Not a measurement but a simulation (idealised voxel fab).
A process module follows: voxel air gaps.
The cross-section shown here is cut; it is 250 nm wide and divided into square cells measuring 5 nm on a side.
A cross-section in this document is a grid of square cells, and it is written down as bands, the top band listed before the ones below it; a band is made up of one or more rows of cells.
A band entry consists of two parts. The first gives the height of the band's top and the height of its bottom, in nm. The rest lists the band's materials from left to right, each with its width in nm. A single material labelled with the word "everywhere" fills the band from edge to edge, and the word "air" marks empty space.
It should be noted that heights are counted from 0, beneath which the wafer as supplied is of one material throughout, and that the lowest band possesses no lower boundary but continues downward, as written in "z 0 and below".
A width such as "30..40" changes by the same amount from each row of cells to the next, from the band's top row to its bottom row.
Reading "nothing different" for a step: not a cell of the cross-section changed in it.
Entry "Enclosed internal cavities" = empty spaces >= 8 cells with no open way to the top; each as width x height at distance, distance from left edge, all nm.
Step line, after settings: the simulator's comment on this step.
"overlay nm" on a masked step: distance the mask lay right of its planned place, negative for left.

So here's the lineup of process steps we planned:
1,RECEIVE (material Si)
2,CONFORMAL_DEP (material SiO2; thk nm 10)
3,CONFORMAL_DEP (material SiN; thk nm 5)
4,DIRECTIONAL_DEP (material SiO2; thk nm 30)
5,PATTERN (tone open; mask id LINES; material resist; width nm 25; pitch nm 55; thk nm 20; overlay nm 0)
6,DIRECTIONAL_ETCH (etch materials SiO2; depth nm 30)
7,STRIP (etch materials resist)
8,CONFORMAL_DEP (material TiN; thk nm 5)
9,FILL_DEP (material W; thk nm 5)
10,CMP (height nm 45)
11,EPI (material Ru; thk nm 10)
12,SELECTIVE_ETCH (etch materials SiO2; depth nm 40)
13,CONFORMAL_DEP (material SiCN; thk nm 5)

as received, after step 1:
z 0 and below  Si everywhere
Enclosed internal cavities: none

first wafer at the end, as planned:
z 60 to 55  air 15, SiCN 220, air 15
z 55 to 45  air 15, SiCN 5, Ru 45, SiCN 10, Ru 45, SiCN 10, Ru 45, SiCN 10, Ru 45, SiCN 5, air 15
z 45 to 40  air 15, SiCN 15, TiN 5, W 15, TiN 5, SiCN 30, TiN 5, W 15, TiN 5, SiCN 30, TiN 5, W 15, TiN 5, SiCN 30, TiN 5, W 15, TiN 5, SiCN 15, air 15
z 40 to 20  air 25, SiCN 5, TiN 5, W 15, TiN 5, SiCN 5, air 20, SiCN 5, TiN 5, W 15, TiN 5, SiCN 5, air 20, SiCN 5, TiN 5, W 15, TiN 5, SiCN 5, air 20, SiCN 5, TiN 5, W 15, TiN 5, SiCN 5, air 25
z 20 to 15  SiCN 30, TiN 25, SiCN 30, TiN 25, SiCN 30, TiN 25, SiCN 30, TiN 25, SiCN 30
z 15 to 10  SiN everywhere
z 10 to 0  SiO2 everywhere
z 0 and below  Si everywhere
Enclosed internal cavities: 20 x 20 at 60; 20 x 20 at 115; 20 x 20 at 170

Wafer two (of two), end-of-module cross-section: start = wafer one, plan = wafer one, one run mistake:
z 60 to 55  air 15, SiCN 220, air 15
z 55 to 45  air 15, SiCN 5, Ru 45, SiCN 10, Ru 45, SiCN 10, Ru 45, SiCN 10, Ru 45, SiCN 5, air 15
z 45 to 40  air 15, SiCN 15, TiN 5, W 15, TiN 5, SiCN 30, TiN 5, W 15, TiN 5, SiCN 30, TiN 5, W 15, TiN 5, SiCN 30, TiN 5, W 15, TiN 5, SiCN 15, air 15
z 40 to 20  air 25, SiCN 5, TiN 5, W 15, TiN 5, SiCN 5, air 20, SiCN 5, TiN 5, W 15, TiN 5, SiCN 5, air 20, SiCN 5, TiN 5, W 15, TiN 5, SiCN 5, air 20, SiCN 5, TiN 5, W 15, TiN 5, SiCN 5, air 25
z 20 to 15  air 25, SiCN 5, TiN 25, SiCN 5, air 20, SiCN 5, TiN 25, SiCN 5, air 20, SiCN 5, TiN 25, SiCN 5, air 20, SiCN 5, TiN 25, SiCN 5, air 25
z 15 to 10  air 25, SiCN 15, SiO2 5, SiCN 15, air 20, SiCN 15, SiO2 5, SiCN 15, air 20, SiCN 15, SiO2 5, SiCN 15, air 20, SiCN 15, SiO2 5, SiCN 15, air 25
z 10 to 5  SiCN 40, SiO2 5, SiCN 50, SiO2 5, SiCN 50, SiO2 5, SiCN 50, SiO2 5, SiCN 40
z 5 to 0  SiN everywhere
z 0 and below  Si everywhere
Enclosed internal cavities: 20 x 30 at 60; 20 x 30 at 115; 20 x 30 at 170
So what did we get wrong on this run? steps 2 and 3 swapped
FYI, end of process, the second wafer has more or fewer cells of some materials than the first: +48 SiCN | -92 SiO2
